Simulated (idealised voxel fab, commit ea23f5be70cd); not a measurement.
voxel double patterning: a process module
Xsec cut, 215 nm wide, square cell size 5 nm.
How to read a cross-section here: the picture is a grid of square cells, written as bands going from the top down, and any band can span one or more rows of cells.
Top, bottom (nm), then materials left to right with widths (nm); lone material tagged "all across" fills the whole band edge to edge; "air" = empty space.
Note: height 0 marks the level under which the wafer is uniformly one material as received. Lowest band unbounded below, written "0..down".
Read "30->40" as a graded width: first number on top, second number at the bottom, same change between each pair of neighbouring rows.
"nothing altered" (step): cross-section cells unchanged, all of them.
Entry "Closed internal cavities" = empty spaces >= 8 cells with no open way to the top; each as width x height at distance, distance from left edge, all nm.
Step line, after settings: the simulator's comment on this step.
overlay nm, on a step with a mask: how far to the right of its planned place the mask lay; to the left if negative
List of planned process steps:
1) op RECEIVE | material Si
2) op CONFORMAL_DEP | material SiO2 | thk nm 10
3) op DIRECTIONAL_DEP | material polySi | thk nm 10
4) op DIRECTIONAL_DEP | material SiCN | thk nm 10
5) op PATTERN | tone open | mask id FIRST | material resist | width nm 15 | pitch nm 50 | thk nm 15 | overlay nm 0
6) op DIRECTIONAL_ETCH | etch materials SiCN | depth nm 10
7) op STRIP | etch materials resist
8) op DIRECTIONAL_DEP | material aC | thk nm 10
9) op PATTERN | tone open | mask id SECOND | material resist | width nm 15 | pitch nm 50 | thk nm 30 | overlay nm 0
10) op DIRECTIONAL_ETCH | etch materials aC | depth nm 10
11) op STRIP | etch materials resist
12) op DIRECTIONAL_ETCH | etch materials SiCN | depth nm 10
13) op STRIP | etch materials aC
14) op DIRECTIONAL_ETCH | etch materials polySi | depth nm 10
15) op STRIP | etch materials SiCN
Wafer cross-section on receipt, i.e. after step 1:
* 0..down = Si all across
* Closed internal cavities: none
First of two wafers at the end of the module, shown in cross-section; run carried out as planned:
* 20..10 = 50 nm polySi | 15 nm air | 10 nm polySi | 15 nm air | 10 nm polySi | 15 nm air | 10 nm polySi | 15 nm air | 10 nm polySi | 15 nm air | 50 nm polySi
* 10..0 = SiO2 all across
* 0..down = Si all across
* Closed internal cavities: none
Here is the second of the two wafers cut open at the end of the module - same start, same plan as the first one, but we made one mistake running it:
* 20..10 = SiO2 all across
* 10..0 = polySi all across
* 0..down = Si all across
* Closed internal cavities: none
Diagnosis: steps 2 and 3 run out of order (swapped)
Final cells, second wafer relative to first, materials higher or lower: +30 polySi
